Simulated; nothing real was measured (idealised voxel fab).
process module | voxel capacitor over wiring
cross-section cut | 275 nm wide | cells 5 nm
A cross-section is a grid of square cells, given in bands from the top down. A band is one or more rows of cells.
Each band's line starts with the height of the band's top and of its bottom, in nm. Then come its materials from left to right, each with its width in nm. One material with "throughout" fills the band from edge to edge. "air" is empty space.
Height 0 is the level under which the wafer as received is all one material. The lowest band goes on downwards, as in "0 down".
A width such as "30 to 40" changes by the same amount from each row of cells to the next, from the band's top row to its bottom row.
"no change" after a step means that no cell of the cross-section changed.
closed voids: empty space of 8 cells or more with no open way to the top, each as width x height at its distance from the left edge, in nm
after a step's settings: what the simulator itself notes on the step
overlay nm, on a step with a mask: how far to the right of its planned place the mask lay; to the left if negative
plan
1 op RECEIVE | material Si
2 op CONFORMAL_DEP | material SiO2 | thk nm 10
3 op CONFORMAL_DEP | material SiCN | thk nm 5
4 op DIRECTIONAL_DEP | material lowk | thk nm 20
5 op MASKED_ETCH | tone open | mask id METAL_1 | width nm 30 | pitch nm 90 | etch materials lowk | depth nm 20 | overlay nm 0
6 op MASKED_ETCH | tone open | mask id METAL_1 | width nm 30 | pitch nm 90 | etch materials SiCN | depth nm 5 | overlay nm 0
7 op CONFORMAL_DEP | material TiN | thk nm 5
8 op FILL_DEP | material Cu | thk nm 5
9 op CMP | height nm 35
10 op CONFORMAL_DEP | material SiCN | thk nm 5
11 op DIRECTIONAL_DEP | material SiO2 | thk nm 15
12 op PATTERN | tone open | mask id PLUG_1 | material resist | width nm 15 | thk nm 20 | overlay nm 0
13 op DIRECTIONAL_ETCH | etch materials SiO2 | depth nm 15
14 op DIRECTIONAL_ETCH | etch materials SiCN | depth nm 5
15 op STRIP | etch materials resist
16 op CONFORMAL_DEP | material TiN | thk nm 5
17 op FILL_DEP | material Ru | thk nm 10
18 op CMP | height nm 55
19 op DIRECTIONAL_DEP | material TiN | thk nm 5
20 op DIRECTIONAL_DEP | material SiN | thk nm 5
21 op DIRECTIONAL_DEP | material TiN | thk nm 5
22 op MASKED_ETCH | tone cover | mask id UPPER_PLATE | width nm 65 | etch materials TiN | depth nm 5 | overlay nm 0
23 op MASKED_ETCH | tone cover | mask id UPPER_PLATE | width nm 65 | etch materials SiN | depth nm 5 | overlay nm 0
24 op PATTERN | tone cover | mask id LOWER_PLATE | material resist | width nm 75 | thk nm 15 | overlay nm 0
25 op DIRECTIONAL_ETCH | etch materials TiN | depth nm 5
26 op STRIP | etch materials resist
27 op FILL_DEP | material SiO2 | thk nm 20
28 op CMP | height nm 85
29 op MASKED_ETCH | tone open | mask id PLUG_2 | width nm 15 | etch materials SiO2 | depth nm 15 | overlay nm 0
30 op CONFORMAL_DEP | material TiN | thk nm 5
31 op FILL_DEP | material Ru | thk nm 5
32 op CMP | height nm 85
33 op CONFORMAL_DEP | material SiN | thk nm 5
varied across the wafers: thk nm of step 16. The plan shows the first wafer's value. All wafers start alike
first wafer as received, after step 1
  0 down: Si throughout
  closed voids: none
each wafer at the end: cells of each material gained (+) or lost (-) since it was received, then its closed voids
thk nm 5 | +32 Cu | +5 Ru | +95 SiCN | +68 SiN | +546 SiO2 | +72 TiN | +172 lowk | closed voids: none
thk nm 10 | +32 Cu | +2 Ru | +95 SiCN | +68 SiN | +546 SiO2 | +75 TiN | +172 lowk | closed voids: none
thk nm 15 | +32 Cu | +2 Ru | +95 SiCN | +68 SiN | +546 SiO2 | +75 TiN | +172 lowk | closed voids: none
thk nm 20 | +32 Cu | +2 Ru | +95 SiCN | +68 SiN | +546 SiO2 | +75 TiN | +172 lowk | closed voids: none
